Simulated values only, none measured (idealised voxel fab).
Process module name: voxel transistor to metal
Cross-section cut: width 185 nm, square cells of 5 nm.
If you're reading a cross-section in this doc, picture square cells in a grid; it comes to you as bands, top ones listed first down to the bottom, and a band can be one or more rows of cells.
The band entry comprises the height of the band's top followed by the height of its bottom, expressed in nm, and subsequently the band's materials from left to right, each stated together with its width in nm. Where a single material is marked with the word "everywhere", that material fills the band from edge to edge. The word "blank" represents empty space.
It should be noted that heights are counted from 0, beneath which the wafer as supplied is of one material throughout, and that the lowest band possesses no lower boundary but continues downward, as written in "top 0, no bottom".
When a width is written as two numbers, as in "30->40", the first number is the width in the top row of cells of the band and the second is the width in its bottom row, and the width changes by the same amount from each row to the next.
Step marked "nothing was modified"? Then no cell in the cross-section changed in it.
"Tabulated closed voids" means: voids of 8 cells or more that are shut off from the top with no open way through. Written width x height at distance, distance from the left edge, in nm.
If you see something after the settings on a step's line, that's the simulator's own remark about that step.
When a step includes a mask, the "overlay nm" setting on its line states how far to the right of its planned place that mask lay, and negative values state how far to the left.
Steps in the process plan
1 RECEIVE [material Si]
2 OXIDIZE [depth nm 5]
3 CONFORMAL_DEP [material SiN] [thk nm 10]
4 PATTERN [tone cover] [mask id ACTIVE] [material resist] [width nm 115] [thk nm 15] [overlay nm 0]
5 DIRECTIONAL_ETCH [etch materials SiN] [depth nm 10]
6 DIRECTIONAL_ETCH [etch materials SiO2] [depth nm 5]
7 DIRECTIONAL_ETCH [etch materials Si] [depth nm 35]
8 STRIP [etch materials resist]
9 OXIDIZE [depth nm 5]
10 FILL_DEP [material SiO2] [thk nm 5]
11 CMP [height nm 10]
12 SELECTIVE_ETCH [etch materials SiO2] [depth nm 5]
13 STRIP [etch materials SiN]
14 SELECTIVE_ETCH [etch materials SiO2] [depth nm 5]
15 OXIDIZE [depth nm 5]
16 DIRECTIONAL_DEP [material polySi] [thk nm 25]
17 DIRECTIONAL_DEP [material SiCN] [thk nm 10]
18 MASKED_ETCH [tone cover] [mask id GATE] [width nm 35] [etch materials SiCN] [depth nm 20] [overlay nm 0]
19 MASKED_ETCH [tone cover] [mask id GATE] [width nm 35] [etch materials polySi] [depth nm 35] [overlay nm 0]
20 CONFORMAL_DEP [material SiN] [thk nm 10]
21 DIRECTIONAL_ETCH [etch materials SiN] [depth nm 10]
22 DIRECTIONAL_ETCH [etch materials SiO2] [depth nm 5]
23 DIRECTIONAL_ETCH [etch materials Si] [depth nm 10]
24 EPI [material pSi] [thk nm 15]
25 FILL_DEP [material SiO2] [thk nm 5]
26 CMP [height nm 20]
27 STRIP [etch materials polySi]
28 SELECTIVE_ETCH [etch materials SiO2] [depth nm 5]
29 CONFORMAL_DEP [material HfO2] [thk nm 5]
30 CONFORMAL_DEP [material TiN] [thk nm 5]
31 FILL_DEP [material W] [thk nm 5]
32 CMP [height nm 15]
33 DIRECTIONAL_DEP [material SiO2] [thk nm 10]
34 DIRECTIONAL_DEP [material aC] [thk nm 15]
35 PATTERN [tone open] [mask id CONTACT] [material resist] [width nm 15] [pitch nm 90] [thk nm 35] [overlay nm 0]
36 DIRECTIONAL_ETCH [etch materials aC] [depth nm 15]
37 STRIP [etch materials resist]
38 DIRECTIONAL_ETCH [etch materials SiO2] [depth nm 30]
39 STRIP [etch materials aC]
40 CONFORMAL_DEP [material TiN] [thk nm 5]
41 FILL_DEP [material W] [thk nm 10]
42 CMP [height nm 25]
43 DIRECTIONAL_DEP [material TiN] [thk nm 5]
44 DIRECTIONAL_DEP [material Ru] [thk nm 20]
45 MASKED_ETCH [tone cover] [mask id METAL_1] [width nm 15] [pitch nm 90] [etch materials Ru] [depth nm 20] [overlay nm 0]
46 MASKED_ETCH [tone cover] [mask id METAL_1] [width nm 15] [pitch nm 90] [etch materials TiN] [depth nm 5] [overlay nm 0]
47 CONFORMAL_DEP [material SiN] [thk nm 5]
48 FILL_DEP [material SiO2] [thk nm 10]
49 CMP [height nm 50]
50 CONFORMAL_DEP [material SiCN] [thk nm 5]
As received (post step 1): cross-section
* top 0, no bottom  Si everywhere
* Tabulated closed voids: none
Run as planned - first of the two wafers cross-sectioned at the end of the module
* top 55, bottom 50  SiCN everywhere
* top 50, bottom 30  SiO2 35 / SiN 5 / Ru 15 / SiN 5 / SiO2 65 / SiN 5 / Ru 15 / SiN 5 / SiO2 35
* top 30, bottom 25  SiN 40 / TiN 15 / SiN 75 / TiN 15 / SiN 40
* top 25, bottom 15  SiO2 40 / TiN 5 / W 5 / TiN 5 / SiO2 75 / TiN 5 / W 5 / TiN 5 / SiO2 40
* top 15, bottom 10  SiO2 40 / TiN 5 / W 5 / TiN 5 / SiO2 10 / SiN 10 / HfO2 5 / TiN 5 / W 15 / TiN 5 / HfO2 5 / SiN 10 / SiO2 10 / TiN 5 / W 5 / TiN 5 / SiO2 40
* top 10, bottom 5  SiO2 40 / TiN 15 / SiO2 10 / SiN 10 / HfO2 5 / TiN 5 / W 15 / TiN 5 / HfO2 5 / SiN 10 / SiO2 10 / TiN 15 / SiO2 40
* top 5, bottom 0  SiO2 40 / TiN 10 / pSi 15 / SiN 10 / HfO2 5 / TiN 5 / W 15 / TiN 5 / HfO2 5 / SiN 10 / pSi 15 / TiN 10 / SiO2 40
* top 0, bottom -5  SiO2 30 / SiN 10 / TiN 10 / pSi 15 / SiN 10 / HfO2 5 / TiN 25 / HfO2 5 / SiN 10 / pSi 15 / TiN 10 / SiN 10 / SiO2 30
* top -5, bottom -10  SiO2 40 / pSi 25 / SiO2 5 / HfO2 45 / SiO2 5 / pSi 25 / SiO2 40
* top -10, bottom -20  SiO2 40 / pSi 25 / Si 55 / pSi 25 / SiO2 40
* top -20, bottom -45  SiO2 40 / Si 105 / SiO2 40
* top -45, no bottom  Si everywhere
* Tabulated closed voids: none
Second wafer of the two, sectioned at the end of the module. It began like the first and followed the same plan, but one mistake was made while running it
* top 55, bottom 50  SiCN everywhere
* top 50, bottom 30  SiO2 35 / SiN 5 / Ru 15 / SiN 5 / SiO2 65 / SiN 5 / Ru 15 / SiN 5 / SiO2 35
* top 30, bottom 25  SiN 40 / TiN 15 / SiN 75 / TiN 15 / SiN 40
* top 25, bottom 15  SiO2 40 / TiN 5 / W 5 / TiN 5 / SiO2 75 / TiN 5 / W 5 / TiN 5 / SiO2 40
* top 15, bottom 5  SiO2 40 / TiN 5 / W 5 / TiN 5 / SiO2 10 / SiN 10 / HfO2 5 / TiN 5 / W 15 / TiN 5 / HfO2 5 / SiN 10 / SiO2 10 / TiN 5 / W 5 / TiN 5 / SiO2 40
* top 5, bottom 0  SiO2 40 / TiN 5 / W 5 / TiN 5 / SiO2 10 / SiN 10 / HfO2 5 / TiN 25 / HfO2 5 / SiN 10 / SiO2 10 / TiN 5 / W 5 / TiN 5 / SiO2 40
* top 0, bottom -5  SiO2 30 / SiN 10 / TiN 15 / SiO2 15 / HfO2 45 / SiO2 15 / TiN 15 / SiN 10 / SiO2 30
* top -5, bottom -20  pSi 30 / SiO2 125 / pSi 30
* top -20, bottom -45  Si 30 / SiO2 125 / Si 30
* top -45, no bottom  Si everywhere
* Tabulated closed voids: none
Misprocessing identified: step 4 did not happen as planned, as run it was PATTERN [tone open] [mask id ACTIVE] [material resist] [width nm 115] [thk nm 15] [overlay nm 0]
at the end the second wafer has, in cells: 2 fewer of HfO2; 67 fewer of Si; 4 fewer of SiN; 80 more of SiO2; 2 fewer of TiN; 1 more of W; 6 fewer of pSi
